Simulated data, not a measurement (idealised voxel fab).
Process module name: voxel capacitor over wiring
cross-section cut | 245 nm wide | cells 5 nm
A cross-section is a grid of square cells, given in bands from the top down. A band is one or more rows of cells. Band entry format. Leading values: height of top, height of bottom, nm. Remainder: materials in left-to-right order, each with its width in nm. Special words: "everywhere" on a single material, which then fills the band edge to edge; "air", empty space. Heights are reckoned from 0. Under this level, the received wafer is all of one material. The bottommost band is open-ended downward, for example "z 0 and below". A two-number width, for instance "30..40", indicates that the width is equal to the first number in the top row of the band and to the second number in the bottom row, and that it changes by a constant amount per row of cells. Basically "no modification" means that step didn't change any cell in the cross-section. "closed voids" - sealed voids, min. 8 cells, no opening to top; format: width x height at distance (distance from left edge; nm throughout). after a step's settings: what the simulator itself notes on the step. Steps that use a mask can have "overlay nm" on their line. It says how far the mask sat to the right of where it was meant to be. Negative means to the left.

The following list gives the planned process steps
1) RECEIVE, material Si
2) CONFORMAL_DEP, material SiO2, thk nm 15
3) CONFORMAL_DEP, material SiCN, thk nm 5
4) DIRECTIONAL_DEP, material SiO2, thk nm 25
5) DIRECTIONAL_DEP, material aC, thk nm 15
6) PATTERN, tone open, mask id METAL_1, material resist, width nm 25, pitch nm 80, thk nm 30, overlay nm 0
7) DIRECTIONAL_ETCH, etch materials aC, depth nm 15
8) STRIP, etch materials resist
9) DIRECTIONAL_ETCH, etch materials SiO2, depth nm 25
10) DIRECTIONAL_ETCH, etch materials SiCN, depth nm 5
11) STRIP, etch materials aC
12) CONFORMAL_DEP, material TiN, thk nm 5
13) FILL_DEP, material Cu, thk nm 5
14) CMP, height nm 45
15) CONFORMAL_DEP, material SiCN, thk nm 5
16) DIRECTIONAL_DEP, material SiO2, thk nm 10
17) DIRECTIONAL_DEP, material aC, thk nm 10
18) PATTERN, tone open, mask id PLUG_1, material resist, width nm 15, thk nm 25, overlay nm 0
19) DIRECTIONAL_ETCH, etch materials aC, depth nm 10
20) STRIP, etch materials resist
21) DIRECTIONAL_ETCH, etch materials SiO2, depth nm 10
22) DIRECTIONAL_ETCH, etch materials SiCN, depth nm 5
23) STRIP, etch materials aC
24) CONFORMAL_DEP, material TiN, thk nm 5
25) FILL_DEP, material Ru, thk nm 5
26) CMP, height nm 60
27) DIRECTIONAL_DEP, material TiN, thk nm 10
28) DIRECTIONAL_DEP, material HfO2, thk nm 5
29) DIRECTIONAL_DEP, material TiN, thk nm 5
30) DIRECTIONAL_DEP, material aC, thk nm 15
31) PATTERN, tone cover, mask id UPPER_PLATE, material resist, width nm 60, thk nm 30, overlay nm 0
32) DIRECTIONAL_ETCH, etch materials aC, depth nm 15
33) STRIP, etch materials resist
34) DIRECTIONAL_ETCH, etch materials TiN, depth nm 5
35) DIRECTIONAL_ETCH, etch materials HfO2, depth nm 5
36) STRIP, etch materials aC
37) PATTERN, tone cover, mask id LOWER_PLATE, material resist, width nm 70, thk nm 20, overlay nm 0
38) DIRECTIONAL_ETCH, etch materials TiN, depth nm 10
39) STRIP, etch materials resist
40) FILL_DEP, material SiO2, thk nm 20
41) CMP, height nm 95
42) PATTERN, tone open, mask id PLUG_2, material resist, width nm 15, thk nm 20, overlay nm 0
43) DIRECTIONAL_ETCH, etch materials SiO2, depth nm 15
44) STRIP, etch materials resist
45) CONFORMAL_DEP, material TiN, thk nm 5
46) FILL_DEP, material Ru, thk nm 5
47) CMP, height nm 95
48) CONFORMAL_DEP, material SiCN, thk nm 5

Cross-section, incoming material, after step 1
	z 0 and below: Si everywhere
	closed voids: none

Cross-sectional image of the first of two wafers at the end of the module, the run having proceeded as planned
	z 100 to 95: SiCN everywhere
	z 95 to 85: SiO2=90 | TiN=5 | Ru=5 | TiN=5 | SiO2=140
	z 85 to 75: SiO2=90..80 | TiN=15..60 | SiO2=140..105
	z 75 to 70: SiO2=80 | HfO2=60 | SiO2=105
	z 70 to 60: SiO2=75 | TiN=70 | SiO2=100
	z 60 to 50: SiO2=80 | TiN=5 | Ru=5 | TiN=5 | SiO2=150
	z 50 to 45: SiCN=80 | TiN=15 | SiCN=150
	z 45 to 20: SiO2=70 | TiN=5 | Cu=15 | TiN=5 | SiO2=55 | TiN=5 | Cu=15 | TiN=5 | SiO2=70
	z 20 to 15: SiCN=70 | TiN=25 | SiCN=55 | TiN=25 | SiCN=70
	z 15 to 0: SiO2 everywhere
	z 0 and below: Si everywhere
	closed voids: none

Presented here is a cross-section of the second of the two wafers as it stood at the end of the module. It was started in the same manner and assigned the same plan as the first wafer; however, one mistake was made in its execution
	z 100 to 95: SiCN everywhere
	z 95 to 85: SiO2=90 | TiN=5 | Ru=5 | TiN=5 | SiO2=140
	z 85 to 75: SiO2=90..80 | TiN=15..60 | SiO2=140..105
	z 75 to 70: SiO2=80 | HfO2=60 | SiO2=105
	z 70 to 60: SiO2=75 | TiN=70 | SiO2=100
	z 60 to 55: SiCN=80 | TiN=15 | SiCN=150
	z 55 to 45: SiO2 everywhere
	z 45 to 20: SiO2=70 | TiN=5 | Cu=15 | TiN=5 | SiO2=55 | TiN=5 | Cu=15 | TiN=5 | SiO2=70
	z 20 to 15: SiCN=70 | TiN=25 | SiCN=55 | TiN=25 | SiCN=70
	z 15 to 0: SiO2 everywhere
	z 0 and below: Si everywhere
	closed voids: none
Finding, execution versus plan: so 15 and 16 got swapped relative to the plan, each ran where the other was supposed to
Heads up, by the end the second wafer has more or fewer cells of some materials compared to the first: Ru: 2 fewer | SiO2: 6 more | TiN: 4 fewer
